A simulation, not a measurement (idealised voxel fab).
process module | voxel ribs on slabs
cross-section cut | 225 nm wide | cells 5 nm
A cross-section is a grid of square cells, given in bands from the top down. A band is one or more rows of cells.
Each band's line starts with the height of the band's top and of its bottom, in nm. Then come its materials from left to right, each with its width in nm. One material with "throughout" fills the band from edge to edge. "air" is empty space.
Height 0 is the level under which the wafer as received is all one material. The lowest band goes on downwards, as in "0 down".
A width such as "30 to 40" changes by the same amount from each row of cells to the next, from the band's top row to its bottom row.
"no change" after a step means that no cell of the cross-section changed.
closed voids: empty space of 8 cells or more with no open way to the top, each as width x height at its distance from the left edge, in nm
after a step's settings: what the simulator itself notes on the step
overlay nm, on a step with a mask: how far to the right of its planned place the mask lay; to the left if negative
plan
1 op RECEIVE | material Si
2 op DIRECTIONAL_DEP | material SiO2 | thk nm 30
3 op DIRECTIONAL_DEP | material SiN | thk nm 25
4 op PATTERN | tone cover | mask id RIB | material resist | width nm 20 | thk nm 20 | overlay nm 0
5 op DIRECTIONAL_ETCH | etch materials SiN | depth nm 10
6 op STRIP | etch materials resist
7 op MASKED_ETCH | tone cover | mask id SLAB | width nm 80 | etch materials SiN | depth nm 15 | overlay nm 0
8 op FILL_DEP | material SiO2 | thk nm 25
9 op CMP | height nm 70
10 op DIRECTIONAL_DEP | material TiN | thk nm 10
11 op PATTERN | tone cover | mask id HEATER | material resist | width nm 30 | thk nm 15 | overlay nm 0
12 op DIRECTIONAL_ETCH | etch materials TiN | depth nm 10
13 op STRIP | etch materials resist
14 op CONFORMAL_DEP | material SiO2 | thk nm 5
first wafer, as planned
as received, after step 1
  0 down: Si throughout
  closed voids: none
after step 2
  30 to 0: SiO2 throughout
  below 0: unchanged
after step 3
  55 to 30: SiN throughout
  below 30: unchanged
after step 4
  75 to 55: air 100 | resist 20 | air 105
  below 55: unchanged
after step 5
  75 to 55: air 100 | resist 20 | air 105
  55 to 45: air 100 | SiN 20 | air 105
  below 45: unchanged
after step 6
  55 to 45: air 100 | SiN 20 | air 105
  below 45: unchanged
after step 7
  55 to 45: air 100 | SiN 20 | air 105
  45 to 30: air 70 | SiN 80 | air 75
  below 30: unchanged
after step 8
  80 to 55: SiO2 throughout
  55 to 45: SiO2 100 | SiN 20 | SiO2 105
  45 to 30: SiO2 70 | SiN 80 | SiO2 75
  below 30: unchanged
after step 9
  70 to 55: SiO2 throughout
  below 55: unchanged
after step 10
  80 to 70: TiN throughout
  below 70: unchanged
after step 11
  95 to 80: air 95 | resist 30 | air 100
  below 80: unchanged
after step 12
  95 to 80: air 95 | resist 30 | air 100
  80 to 70: air 95 | TiN 30 | air 100
  below 70: unchanged
after step 13
  80 to 70: air 95 | TiN 30 | air 100
  below 70: unchanged
after step 14
  85 to 80: air 90 | SiO2 40 | air 95
  80 to 75: air 90 | SiO2 5 | TiN 30 | SiO2 5 | air 95
  75 to 70: SiO2 95 | TiN 30 | SiO2 100
  below 70: unchanged
second wafer: like start, like plan, one mistake. Through step 13 it matches the first wafer
when step 14 should have ended: no change
what went wrong: step 14 was left out
at the end the second wafer has, in cells: 49 fewer of SiO2
